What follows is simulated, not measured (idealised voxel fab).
Title: Process Module voxel ribs on slabs
Cross-sectional view cut (width: 150 nm; square cell size: 5 nm).
If you're reading a cross-section in this doc, picture square cells in a grid; it comes to you as bands, top ones listed first down to the bottom, and a band can be one or more rows of cells.
In this notation a band is specified by the heights of its top and bottom, in that order and in nm, after which its materials appear from left to right, each paired with its width in nm. The word "edge to edge" attached to a single material means that material fills the band from edge to edge; the word "air" stands for empty space.
Heads up on the height convention: 0 is the point under which the incoming wafer is all one material, and the lowest band has no bottom, it just keeps going down, like "0 -> down".
Width "30->40": first value at the band's top row of cells, second value at its bottom row, equal change from row to row.
The designation "no modification", where it is given for a processing step, indicates that no cell of the cross-section was altered in the course of that step.
If an empty space has no open way to the top and is at least 8 cells in size, "Encapsulated voids" lists it, written width x height at distance, where distance is measured from the left edge and every value is in nm.
Read whatever lies past the settings on a step's line as the simulator's own remark about the step.
overlay nm: step with mask; distance mask lay right of planned place; negative value = left of planned place.

**Process steps - plan**
| 1 | RECEIVE: material Si |
| 2 | DIRECTIONAL_DEP: material SiO2, thk nm 20 |
| 3 | DIRECTIONAL_DEP: material polySi, thk nm 15 |
| 4 | PATTERN: tone cover, mask id RIB, material resist, width nm 25, thk nm 20, overlay nm 0 |
| 5 | DIRECTIONAL_ETCH: etch materials polySi, depth nm 10 |
| 6 | STRIP: etch materials resist |
| 7 | PATTERN: tone cover, mask id SLAB, material resist, width nm 85, thk nm 20, overlay nm 0 |
| 8 | DIRECTIONAL_ETCH: etch materials polySi, depth nm 5 |
| 9 | STRIP: etch materials resist |
| 10 | FILL_DEP: material SiO2, thk nm 20 |
| 11 | CMP: height nm 45 |
| 12 | DIRECTIONAL_DEP: material W, thk nm 10 |
| 13 | MASKED_ETCH: tone cover, mask id HEATER, width nm 35, etch materials W, depth nm 10, overlay nm 0 |
| 14 | CONFORMAL_DEP: material SiN, thk nm 10 |

**The cross-section here shows the wafer as received, i.e. in its state after step 1**
> 0 -> down  Si edge to edge
> Encapsulated voids: none

**As-planned run: cross-section of the first of two wafers at end of module**
> 65 -> 55  air=45  SiN=55  air=50
> 55 -> 45  SiN=55  W=35  SiN=60
> 45 -> 35  SiO2 edge to edge
> 35 -> 25  SiO2=60  polySi=25  SiO2=65
> 25 -> 20  SiO2=30  polySi=85  SiO2=35
> 20 -> 0  SiO2 edge to edge
> 0 -> down  Si edge to edge
> Encapsulated voids: none

**This cross-section belongs to the second wafer of two at the end of the module; the start and the plan were shared with the first, and the run included one mistake**
> 65 -> 55  SiN=65  air=15  SiN=70
> 55 -> 45  W=55  SiN=35  W=60
> 45 -> 35  SiO2 edge to edge
> 35 -> 25  SiO2=60  polySi=25  SiO2=65
> 25 -> 20  SiO2=30  polySi=85  SiO2=35
> 20 -> 0  SiO2 edge to edge
> 0 -> down  Si edge to edge
> Encapsulated voids: none
Run error: step 13 changed vs plan, executed as MASKED_ETCH: tone open, mask id HEATER, width nm 35, etch materials W, depth nm 10, overlay nm 0
End of process, cell counts, second wafer against first, materials with more or fewer: 32 more of W
